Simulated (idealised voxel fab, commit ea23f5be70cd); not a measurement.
process module | voxel ribs on slabs
cross-section cut | 140 nm wide | cells 5 nm
A cross-section is a grid of square cells, given in bands from the top down. A band is one or more rows of cells.
Each band's line starts with the height of the band's top and of its bottom, in nm. Then come its materials from left to right, each with its width in nm. One material with "throughout" fills the band from edge to edge. "air" is empty space.
Height 0 is the level under which the wafer as received is all one material. The lowest band goes on downwards, as in "0 down".
A width such as "30 to 40" changes by the same amount from each row of cells to the next, from the band's top row to its bottom row.
"no change" after a step means that no cell of the cross-section changed.
closed voids: empty space of 8 cells or more with no open way to the top, each as width x height at its distance from the left edge, in nm
after a step's settings: what the simulator itself notes on the step
overlay nm, on a step with a mask: how far to the right of its planned place the mask lay; to the left if negative
plan
1 op RECEIVE | material Si
2 op DIRECTIONAL_DEP | material SiO2 | thk nm 30
3 op DIRECTIONAL_DEP | material SiN | thk nm 20
4 op DIRECTIONAL_DEP | material aC | thk nm 15
5 op PATTERN | tone cover | mask id RIB | material resist | width nm 20 | thk nm 35 | overlay nm 0
6 op DIRECTIONAL_ETCH | etch materials aC | depth nm 15
7 op STRIP | etch materials resist
8 op DIRECTIONAL_ETCH | etch materials SiN | depth nm 10
9 op STRIP | etch materials aC
10 op DIRECTIONAL_DEP | material aC | thk nm 15
11 op PATTERN | tone cover | mask id SLAB | material resist | width nm 50 | thk nm 35 | overlay nm 0
12 op DIRECTIONAL_ETCH | etch materials aC | depth nm 15
13 op STRIP | etch materials resist
14 op DIRECTIONAL_ETCH | etch materials SiN | depth nm 10
15 op STRIP | etch materials aC
16 op FILL_DEP | material SiO2 | thk nm 25
17 op CMP | height nm 65
18 op DIRECTIONAL_DEP | material TiN | thk nm 5
19 op DIRECTIONAL_DEP | material aC | thk nm 10
20 op PATTERN | tone cover | mask id HEATER | material resist | width nm 30 | thk nm 25 | overlay nm 0
21 op DIRECTIONAL_ETCH | etch materials aC | depth nm 10
22 op STRIP | etch materials resist
23 op DIRECTIONAL_ETCH | etch materials TiN | depth nm 5
24 op STRIP | etch materials aC
25 op CONFORMAL_DEP | material SiN | thk nm 10
first wafer, as planned
as received, after step 1
  0 down: Si throughout
  closed voids: none
after step 2
  30 to 0: SiO2 throughout
  below 0: unchanged
after step 3
  50 to 30: SiN throughout
  below 30: unchanged
after step 4
  65 to 50: aC throughout
  below 50: unchanged
after step 5
  100 to 65: air 60 | resist 20 | air 60
  below 65: unchanged
after step 6
  85 to 65: air 60 | resist 20 | air 60
  65 to 50: air 60 | aC 20 | air 60
  below 50: unchanged
after step 7
  65 to 50: air 60 | aC 20 | air 60
  below 50: unchanged
after step 8
  65 to 50: air 60 | aC 20 | air 60
  50 to 40: air 60 | SiN 20 | air 60
  below 40: unchanged
after step 9
  50 to 40: air 60 | SiN 20 | air 60
  below 40: unchanged
after step 10
  65 to 55: air 60 | aC 20 | air 60
  55 to 50: aC throughout
  50 to 40: aC 60 | SiN 20 | aC 60
  below 40: unchanged
after step 11
  100 to 65: air 45 | resist 50 | air 45
  65 to 55: air 45 | resist 15 | aC 20 | resist 15 | air 45
  below 55: unchanged
after step 12
  85 to 65: air 45 | resist 50 | air 45
  65 to 55: air 45 | resist 15 | aC 20 | resist 15 | air 45
  55 to 50: air 45 | aC 50 | air 45
  50 to 40: air 45 | aC 15 | SiN 20 | aC 15 | air 45
  below 40: unchanged
after step 13
  65 to 55: air 60 | aC 20 | air 60
  below 55: unchanged
after step 14
  65 to 55: air 60 | aC 20 | air 60
  55 to 50: air 45 | aC 50 | air 45
  50 to 40: air 45 | aC 15 | SiN 20 | aC 15 | air 45
  40 to 30: air 45 | SiN 50 | air 45
  below 30: unchanged
after step 15
  50 to 40: air 60 | SiN 20 | air 60
  below 40: unchanged
after step 16
  75 to 50: SiO2 throughout
  50 to 40: SiO2 60 | SiN 20 | SiO2 60
  40 to 30: SiO2 45 | SiN 50 | SiO2 45
  below 30: unchanged
after step 17
  65 to 50: SiO2 throughout
  below 50: unchanged
after step 18
  70 to 65: TiN throughout
  below 65: unchanged
after step 19
  80 to 70: aC throughout
  below 70: unchanged
after step 20
  105 to 80: air 55 | resist 30 | air 55
  below 80: unchanged
after step 21
  95 to 80: air 55 | resist 30 | air 55
  80 to 70: air 55 | aC 30 | air 55
  below 70: unchanged
after step 22
  80 to 70: air 55 | aC 30 | air 55
  below 70: unchanged
after step 23
  80 to 70: air 55 | aC 30 | air 55
  70 to 65: air 55 | TiN 30 | air 55
  below 65: unchanged
after step 24
  70 to 65: air 55 | TiN 30 | air 55
  below 65: unchanged
after step 25
  80 to 75: air 45 | SiN 50 | air 45
  75 to 70: SiN throughout
  70 to 65: SiN 55 | TiN 30 | SiN 55
  below 65: unchanged
second wafer: like start, like plan, one mistake. Through step 24 it matches the first wafer
when step 25 should have ended: no change
what went wrong: step 25 was left out
at the end the second wafer has, in cells: 60 fewer of SiN
